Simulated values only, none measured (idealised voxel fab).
process module | voxel self aligned contacts
cross-section cut | 165 nm wide | cells 5 nm
A cross-section is a grid of square cells, given in bands from the top down. A band is one or more rows of cells.
Each band's line starts with the height of the band's top and of its bottom, in nm. Then come its materials from left to right, each with its width in nm. One material with "throughout" fills the band from edge to edge. "air" is empty space.
Height 0 is the level under which the wafer as received is all one material. The lowest band goes on downwards, as in "0 down".
A width such as "30 to 40" changes by the same amount from each row of cells to the next, from the band's top row to its bottom row.
"no change" after a step means that no cell of the cross-section changed.
closed voids: empty space of 8 cells or more with no open way to the top, each as width x height at its distance from the left edge, in nm
after a step's settings: what the simulator itself notes on the step
overlay nm, on a step with a mask: how far to the right of its planned place the mask lay; to the left if negative
plan
1 op RECEIVE | material Si
2 op OXIDIZE | depth nm 5
3 op DIRECTIONAL_DEP | material polySi | thk nm 30
4 op DIRECTIONAL_DEP | material SiN | thk nm 15
5 op PATTERN | tone cover | mask id GATE | material resist | width nm 30 | pitch nm 60 | thk nm 15 | overlay nm 0
6 op DIRECTIONAL_ETCH | etch materials SiN | depth nm 15
7 op DIRECTIONAL_ETCH | etch materials polySi | depth nm 30
8 op STRIP | etch materials resist
9 op CONFORMAL_DEP | material SiN | thk nm 5
10 op DIRECTIONAL_ETCH | etch materials SiN | depth nm 5
11 op FILL_DEP | material SiO2 | thk nm 20
12 op CMP | height nm 55
13 op PATTERN | tone open | mask id CONTACT | material resist | width nm 40 | thk nm 15 | overlay nm -15
14 op DIRECTIONAL_ETCH | etch materials SiO2 | depth nm 60
15 op STRIP | etch materials resist
16 op CONFORMAL_DEP | material TiN | thk nm 5
17 op FILL_DEP | material Ru | thk nm 10
18 op CMP | height nm 55
19 op CONFORMAL_DEP | material SiN | thk nm 5
varied across the wafers: overlay nm of step 13. The plan shows the first wafer's value. All wafers start alike
first wafer as received, after step 1
  0 down: Si throughout
  closed voids: none
first wafer at the end, after step 19
  60 to 55: SiN throughout
  55 to 45: SiO2 45 | TiN 5 to 30 | Ru 30 to 5 | TiN 5 | SiO2 80
  45 to 30: SiO2 30 | SiN 40 | TiN 5 | Ru 5 | TiN 5 | SiO2 5 | SiN 40 | SiO2 35
  30 to 0: SiO2 30 | SiN 5 | polySi 30 | SiN 5 | TiN 5 | Ru 5 | TiN 5 | SiO2 5 | SiN 5 | polySi 30 | SiN 5 | SiO2 35
  0 to -5: SiO2 70 | TiN 15 | SiO2 80
  -5 down: Si throughout
  closed voids: none
last wafer at the end
  60 to 55: SiN throughout
  55 to 45: SiO2 75 | TiN 5 | Ru 30 to 5 | TiN 5 to 30 | SiO2 50
  45 to 30: SiO2 30 | SiN 40 | SiO2 5 | TiN 5 | Ru 5 | TiN 5 | SiN 40 | SiO2 35
  30 to 0: SiO2 30 | SiN 5 | polySi 30 | SiN 5 | SiO2 5 | TiN 5 | Ru 5 | TiN 5 | SiN 5 | polySi 30 | SiN 5 | SiO2 35
  0 to -5: SiO2 75 | TiN 15 | SiO2 75
  -5 down: Si throughout
  closed voids: none
each wafer at the end: cells of each material gained (+) or lost (-) since it was received, then its closed voids
overlay nm -15 | +16 Ru | -33 Si | +105 SiN | +206 SiO2 | +30 TiN | +72 polySi | closed voids: none
overlay nm -10 | +26 Ru | -33 Si | +105 SiN | +196 SiO2 | +30 TiN | +72 polySi | closed voids: none
overlay nm -5 | +26 Ru | -33 Si | +105 SiN | +196 SiO2 | +30 TiN | +72 polySi | closed voids: none
overlay nm 0 | +26 Ru | -33 Si | +105 SiN | +196 SiO2 | +30 TiN | +72 polySi | closed voids: none
overlay nm 5 | +26 Ru | -33 Si | +105 SiN | +196 SiO2 | +30 TiN | +72 polySi | closed voids: none
overlay nm 10 | +26 Ru | -33 Si | +105 SiN | +196 SiO2 | +30 TiN | +72 polySi | closed voids: none
overlay nm 15 | +16 Ru | -33 Si | +105 SiN | +206 SiO2 | +30 TiN | +72 polySi | closed voids: none
